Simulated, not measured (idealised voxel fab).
Process module in this document: voxel capacitor over wiring
The cross-section on display is named cut; it measures 275 nm wide, and its cells are 5 nm squares.
Cross-sections here: square-cell grids, written as top-down lists of bands, a band being one or more rows of cells.
Band: top and bottom heights (nm) first, top before bottom; then materials from left to right, widths in nm. "full width" marks a sole material filling the band edge to edge. "air" denotes empty space.
We count height from 0. Below that, the starting wafer is all one material. The lowest band never ends at the bottom but goes on down; see "0 and below" for how that is written.
A two-number width, for instance "30 to 40", indicates that the width is equal to the first number in the top row of the band and to the second number in the bottom row, and that it changes by a constant amount per row of cells.
The cross-section has no changed cell in any step marked "changes: none".
"Enclosed internal voids" lists enclosed empty spaces (at least 8 cells, no open path upward to the top), each as width x height at distance from the left edge, in nm.
Heads up: the bit after the settings on a step's line is the simulator's remark on that step.
On any step carrying a mask, the "overlay nm" setting, if present on the step's line, tells how far right of its planned place the mask lay; negative values point to the left.
-- Set out below are the planned steps of the process
1. RECEIVE | material Si
2. CONFORMAL_DEP | material SiO2 | thk nm 15
3. DIRECTIONAL_DEP | material TiN | thk nm 5
4. DIRECTIONAL_DEP | material Ru | thk nm 25
5. PATTERN | tone cover | mask id METAL_1 | material resist | width nm 30 | pitch nm 100 | thk nm 20 | overlay nm 0
6. DIRECTIONAL_ETCH | etch materials Ru | depth nm 25
7. DIRECTIONAL_ETCH | etch materials TiN | depth nm 5
8. STRIP | etch materials resist
9. FILL_DEP | material lowk | thk nm 10
10. CMP | height nm 45
11. CONFORMAL_DEP | material SiCN | thk nm 5
12. DIRECTIONAL_DEP | material SiO2 | thk nm 20
13. MASKED_ETCH | tone open | mask id PLUG_1 | width nm 15 | etch materials SiO2 | depth nm 20 | overlay nm 0
14. MASKED_ETCH | tone open | mask id PLUG_1 | width nm 15 | etch materials SiCN | depth nm 5 | overlay nm 0
15. CONFORMAL_DEP | material TiN | thk nm 5
16. FILL_DEP | material W | thk nm 10
17. CMP | height nm 70
18. DIRECTIONAL_DEP | material TiN | thk nm 5
19. DIRECTIONAL_DEP | material SiN | thk nm 5
20. DIRECTIONAL_DEP | material TiN | thk nm 5
21. PATTERN | tone cover | mask id UPPER_PLATE | material resist | width nm 75 | thk nm 15 | overlay nm 0
22. DIRECTIONAL_ETCH | etch materials TiN | depth nm 5
23. DIRECTIONAL_ETCH | etch materials SiN | depth nm 5
24. STRIP | etch materials resist
25. MASKED_ETCH | tone cover | mask id LOWER_PLATE | width nm 85 | etch materials TiN | depth nm 5 | overlay nm 0
26. FILL_DEP | material SiO2 | thk nm 20
27. CMP | height nm 100
28. DIRECTIONAL_DEP | material aC | thk nm 15
29. PATTERN | tone open | mask id PLUG_2 | material resist | width nm 15 | thk nm 35 | overlay nm 0
30. DIRECTIONAL_ETCH | etch materials aC | depth nm 15
31. STRIP | etch materials resist
32. DIRECTIONAL_ETCH | etch materials SiO2 | depth nm 15
33. STRIP | etch materials aC
34. CONFORMAL_DEP | material TiN | thk nm 5
35. FILL_DEP | material W | thk nm 10
36. CMP | height nm 100
37. CONFORMAL_DEP | material SiN | thk nm 5
-- Here's what the wafer looked like in cross-section when it arrived - that's after step 1
    0 and below  Si full width
    Enclosed internal voids: none
-- Post-module cross-section of the first of two wafers (run per plan)
    105 down to 100  SiN full width
    100 down to 90  SiO2 95  TiN 5  W 5  TiN 5  SiO2 165
    90 down to 80  SiO2 95 to 85  TiN 15 to 75  SiO2 165 to 115
    80 down to 75  SiO2 85  SiN 75  SiO2 115
    75 down to 70  SiO2 80  TiN 85  SiO2 110
    70 down to 50  SiO2 85  TiN 5  W 5  TiN 5  SiO2 175
    50 down to 45  SiCN 85  TiN 15  SiCN 175
    45 down to 20  lowk 70  Ru 30  lowk 70  Ru 30  lowk 75
    20 down to 15  lowk 70  TiN 30  lowk 70  TiN 30  lowk 75
    15 down to 0  SiO2 full width
    0 and below  Si full width
    Enclosed internal voids: none
-- Wafer two, end of module, cross-section. Same start, same plan as wafer one. One mistake in the run
    105 down to 100  SiN full width
    100 down to 90  SiO2 95  TiN 5  W 5  TiN 5  SiO2 165
    90 down to 80  SiO2 95 to 85  TiN 15 to 75  SiO2 165 to 115
    80 down to 75  SiO2 85  SiN 75  SiO2 115
    75 down to 70  aC full width
    70 down to 50  SiO2 85  TiN 5  W 5  TiN 5  SiO2 175
    50 down to 45  SiCN 85  TiN 15  SiCN 175
    45 down to 20  lowk 70  Ru 30  lowk 70  Ru 30  lowk 75
    20 down to 15  lowk 70  TiN 30  lowk 70  TiN 30  lowk 75
    15 down to 0  SiO2 full width
    0 and below  Si full width
    Enclosed internal voids: none
In executing the process, a mistake was made relative to the plan: heads up, step 18 didn't go per plan, it actually ran as DIRECTIONAL_DEP | material aC | thk nm 5
The second wafer ends with more or fewer cells of some materials than the first, per final count: -38 SiO2, -17 TiN, +55 aC
